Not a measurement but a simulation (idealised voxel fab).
The following is a process module called voxel plated lines.
The cross-section shown here is cut; it is 270 nm wide and divided into square cells measuring 5 nm on a side.
Just so we're on the same page, the cross-sections are grids of square cells, and they're listed out in bands top to bottom, each band one or more rows deep. This entry defines a band. It first specifies the height of the band's top and the height of its bottom in nm, and then specifies the band's materials from left to right, stating each material with its width in nm. The word "throughout" identifies a single material that fills the band from edge to edge, while the word "blank" identifies empty space. Zero point of the height axis is 0; under it, received wafer = one material. Lowest band: continues down indefinitely, "top 0, no bottom". Think of "30 to 40" as a width that walks from the first number to the second as you go down the band, top row to bottom row, taking equal-sized steps from row to row. The cross-section has no changed cell in any step marked "remains unaltered". Closed empty spaces (no open way to the top) of 8 cells or more are what "closed voids" lists, each as width x height at distance from the left edge, nm for all three. On a step's line, text after the settings is the simulator commenting on that step. A step's line can hold "overlay nm"; with a mask on that step, the setting says how far right of the planned place the mask lay, while a negative setting says it lay to the left.

-- Process steps (planned)
1) RECEIVE,material Si
2) CONFORMAL_DEP,material SiN,thk nm 5
3) DIRECTIONAL_DEP,material TiN,thk nm 5
4) PATTERN,tone open,mask id LINES,material resist,width nm 20,pitch nm 40,thk nm 20,overlay nm 0
5) EPI,material Ru,thk nm 5
6) STRIP,etch materials resist
7) DIRECTIONAL_ETCH,etch materials TiN,depth nm 5
8) CONFORMAL_DEP,material SiCN,thk nm 5

-- First wafer of two (run as planned)

-- Received-state cross-section, reflecting completion of step 1
	top 0, no bottom | Si throughout
	closed voids: none

-- Cross-section of the wafer subsequent to step 2
	top 5, bottom 0 | SiN throughout
	Heights below 0 show no change.

-- Cross-section of the wafer subsequent to step 3
	top 10, bottom 5 | TiN throughout
	Heights below 5 show no change.

-- Cross-section of the wafer subsequent to step 4
	top 30, bottom 10 | 105 resist; 20 blank; 20 resist; 20 blank; 105 resist
	Heights below 10 show no change.

-- Cross-section of the wafer subsequent to step 5
	top 30, bottom 15 | 105 resist; 20 blank; 20 resist; 20 blank; 105 resist
	top 15, bottom 10 | 105 resist; 20 Ru; 20 resist; 20 Ru; 105 resist
	Heights below 10 show no change.

-- Cross-section of the wafer subsequent to step 6
	top 15, bottom 10 | 105 blank; 20 Ru; 20 blank; 20 Ru; 105 blank
	Heights below 10 show no change.

-- Cross-section of the wafer subsequent to step 7
	top 15, bottom 10 | 105 blank; 20 Ru; 20 blank; 20 Ru; 105 blank
	top 10, bottom 5 | 105 blank; 20 TiN; 20 blank; 20 TiN; 105 blank
	Heights below 5 show no change.

-- Cross-section of the wafer subsequent to step 8
	top 20, bottom 15 | 100 blank; 30 SiCN; 10 blank; 30 SiCN; 100 blank
	top 15, bottom 10 | 100 blank; 5 SiCN; 20 Ru; 5 SiCN; 10 blank; 5 SiCN; 20 Ru; 5 SiCN; 100 blank
	top 10, bottom 5 | 105 SiCN; 20 TiN; 20 SiCN; 20 TiN; 105 SiCN
	Heights below 5 show no change.

-- The Second Wafer: Common Origin and Plan, One Mistake in Execution, Identical to the First Through Step 3

-- Second wafer cross-section, taken as of the time the plan sets for step 4 to be done
	top 30, bottom 10 | 105 resist; 25 blank; 15 resist; 25 blank; 100 resist
	Heights below 10 show no change.

-- Second wafer cross-section, taken as of the time the plan sets for step 5 to be done
	top 30, bottom 15 | 105 resist; 25 blank; 15 resist; 25 blank; 100 resist
	top 15, bottom 10 | 105 resist; 25 Ru; 15 resist; 25 Ru; 100 resist
	Heights below 10 show no change.

-- Second wafer cross-section, taken as of the time the plan sets for step 6 to be done
	top 15, bottom 10 | 105 blank; 25 Ru; 15 blank; 25 Ru; 100 blank
	Heights below 10 show no change.

-- Second wafer cross-section, taken as of the time the plan sets for step 7 to be done
	top 15, bottom 10 | 105 blank; 25 Ru; 15 blank; 25 Ru; 100 blank
	top 10, bottom 5 | 105 blank; 25 TiN; 15 blank; 25 TiN; 100 blank
	Heights below 5 show no change.

-- Second wafer cross-section, taken as of the time the plan sets for step 8 to be done
	top 20, bottom 15 | 100 blank; 35 SiCN; 5 blank; 35 SiCN; 95 blank
	top 15, bottom 10 | 100 blank; 5 SiCN; 25 Ru; 5 SiCN; 5 blank; 5 SiCN; 25 Ru; 5 SiCN; 95 blank
	top 10, bottom 5 | 105 SiCN; 25 TiN; 15 SiCN; 25 TiN; 100 SiCN
	Heights below 5 show no change.
what went wrong: planned and actual differ for step 4; actual: PATTERN,tone open,mask id LINES,material resist,width nm 25,pitch nm 40,thk nm 20,overlay nm 0
Looking at both finished wafers in cells, the second ends up ahead of or behind the first on some materials: Ru +2; TiN +2
